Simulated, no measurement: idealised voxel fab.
process module | voxel self aligned vias
cross-section cut | 235 nm wide | cells 5 nm
A cross-section is a grid of square cells, given in bands from the top down. A band is one or more rows of cells.
Each band's line starts with the height of the band's top and of its bottom, in nm. Then come its materials from left to right, each with its width in nm. One material with "throughout" fills the band from edge to edge. "air" is empty space.
Height 0 is the level under which the wafer as received is all one material. The lowest band goes on downwards, as in "0 down".
A width such as "30 to 40" changes by the same amount from each row of cells to the next, from the band's top row to its bottom row.
"no change" after a step means that no cell of the cross-section changed.
closed voids: empty space of 8 cells or more with no open way to the top, each as width x height at its distance from the left edge, in nm
after a step's settings: what the simulator itself notes on the step
overlay nm, on a step with a mask: how far to the right of its planned place the mask lay; to the left if negative
plan
1 op RECEIVE | material Si
2 op CONFORMAL_DEP | material SiO2 | thk nm 15
3 op CONFORMAL_DEP | material SiCN | thk nm 5
4 op DIRECTIONAL_DEP | material SiO2 | thk nm 30
5 op MASKED_ETCH | tone open | mask id LINES | width nm 25 | pitch nm 60 | etch materials SiO2 | depth nm 30 | overlay nm -15
6 op CONFORMAL_DEP | material TiN | thk nm 5
7 op FILL_DEP | material W | thk nm 10
8 op CMP | height nm 50
9 op SELECTIVE_ETCH | etch materials W Ru TiN | depth nm 5
10 op FILL_DEP | material SiN | thk nm 5
11 op CMP | height nm 50
12 op DIRECTIONAL_DEP | material SiO2 | thk nm 15
13 op MASKED_ETCH | tone open | mask id VIAS | width nm 35 | pitch nm 60 | etch materials SiO2 | depth nm 15 | overlay nm 0
14 op MASKED_ETCH | tone open | mask id VIAS | width nm 35 | pitch nm 60 | etch materials SiN | depth nm 5 | overlay nm 0
15 op CONFORMAL_DEP | material TiN | thk nm 5
16 op FILL_DEP | material Cu | thk nm 5
17 op CMP | height nm 65
18 op CONFORMAL_DEP | material SiCN | thk nm 5
varied across the wafers: overlay nm of step 5. The plan shows the first wafer's value. All wafers start alike
first wafer as received, after step 1
  0 down: Si throughout
  closed voids: none
each wafer at the end: cells of each material gained (+) or lost (-) since it was received, then its closed voids
overlay nm -15 | +22 Cu | +94 SiCN | +4 SiN | +462 SiO2 | +52 TiN | +24 W | closed voids: none
overlay nm -10 | +24 Cu | +94 SiCN | +2 SiN | +462 SiO2 | +52 TiN | +24 W | closed voids: none
overlay nm -5 | +26 Cu | +94 SiCN | +462 SiO2 | +52 TiN | +24 W | closed voids: none
overlay nm 0 | +26 Cu | +94 SiCN | +462 SiO2 | +52 TiN | +24 W | closed voids: none
overlay nm 5 | +26 Cu | +94 SiCN | +462 SiO2 | +52 TiN | +24 W | closed voids: none
overlay nm 10 | +24 Cu | +94 SiCN | +2 SiN | +462 SiO2 | +52 TiN | +24 W | closed voids: none
overlay nm 15 | +22 Cu | +94 SiCN | +4 SiN | +462 SiO2 | +52 TiN | +24 W | closed voids: none
